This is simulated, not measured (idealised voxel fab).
Name of the process module below: voxel quadruple lines
For reference, the cross-section in this document is cut, with width 140 nm and square cells of 5 nm.
Cross-section spec: square-cell grid; bands listed top down; each band is one or more rows.
First you get the band's top height and its bottom height, in nm, and then the materials it's made of, left to right, with each width in nm. If you see a single material with "edge to edge", that one covers the band edge to edge. "air" is empty space.
It should be noted that heights are counted from 0, beneath which the wafer as supplied is of one material throughout, and that the lowest band possesses no lower boundary but continues downward, as written in "0..down".
The expression "30 to 40" gives the width at the extremes of the band, the first number at its top row of cells and the second at its bottom row, with the width changing by equal amounts from each row to the next in between.
"stayed the same", as given for a step, is the statement that not any cell of the cross-section underwent a change during that step.
Entry "Voids, fully enclosed". Content: empty spaces with no open connection to the top, size 8 cells or greater. Each: width x height at distance. Distance: from left edge. Unit: nm.
If you see something after the settings on a step's line, that's the simulator's own remark about that step.
overlay nm: for a step with a mask, the amount by which the mask lay right of where it was planned; a negative amount means left of it.

Planned process steps
1. RECEIVE [material Si]
2. CONFORMAL_DEP [material Al2O3] [thk nm 5]
3. DIRECTIONAL_DEP [material Ru] [thk nm 10]
4. DIRECTIONAL_DEP [material polySi] [thk nm 20]
5. DIRECTIONAL_DEP [material aC] [thk nm 25]
6. PATTERN [tone cover] [mask id MANDREL] [material resist] [width nm 30] [thk nm 35] [overlay nm 0]
7. DIRECTIONAL_ETCH [etch materials aC] [depth nm 25]
8. STRIP [etch materials resist]
9. CONFORMAL_DEP [material SiO2] [thk nm 10]
10. DIRECTIONAL_ETCH [etch materials SiO2] [depth nm 10]
11. STRIP [etch materials aC]
12. DIRECTIONAL_ETCH [etch materials polySi] [depth nm 20]
13. STRIP [etch materials SiO2]
14. CONFORMAL_DEP [material SiN] [thk nm 10]
15. DIRECTIONAL_ETCH [etch materials SiN] [depth nm 10]
16. STRIP [etch materials polySi]
17. DIRECTIONAL_ETCH [etch materials Ru] [depth nm 10]
18. STRIP [etch materials SiN]
19. FILL_DEP [material SiO2] [thk nm 10]
20. CMP [height nm 15]

Shown in cross-section is the wafer as received, that is, as it stands after step 1
0..down = Si edge to edge
Voids, fully enclosed: none

Cross-sectional image of the first of two wafers at the end of the module, the run having proceeded as planned
15..5 = SiO2 (35) / Ru (10) / SiO2 (10) / Ru (10) / SiO2 (10) / Ru (10) / SiO2 (10) / Ru (10) / SiO2 (35)
5..0 = Al2O3 edge to edge
0..down = Si edge to edge
Voids, fully enclosed: none

Cross-sectional view: second of two wafers, end of module; start and plan identical to the first, one mistake in running
15..5 = SiO2 (30) / Ru (10) / SiO2 (10) / Ru (10) / SiO2 (20) / Ru (10) / SiO2 (10) / Ru (10) / SiO2 (30)
5..0 = Al2O3 edge to edge
0..down = Si edge to edge
Voids, fully enclosed: none
Diagnosis: step 6 was processed under conditions differing from the plan, specifically as PATTERN [tone cover] [mask id MANDREL] [material resist] [width nm 40] [thk nm 35] [overlay nm 0]
Both wafers, final: cells per material equal; arrangement not.
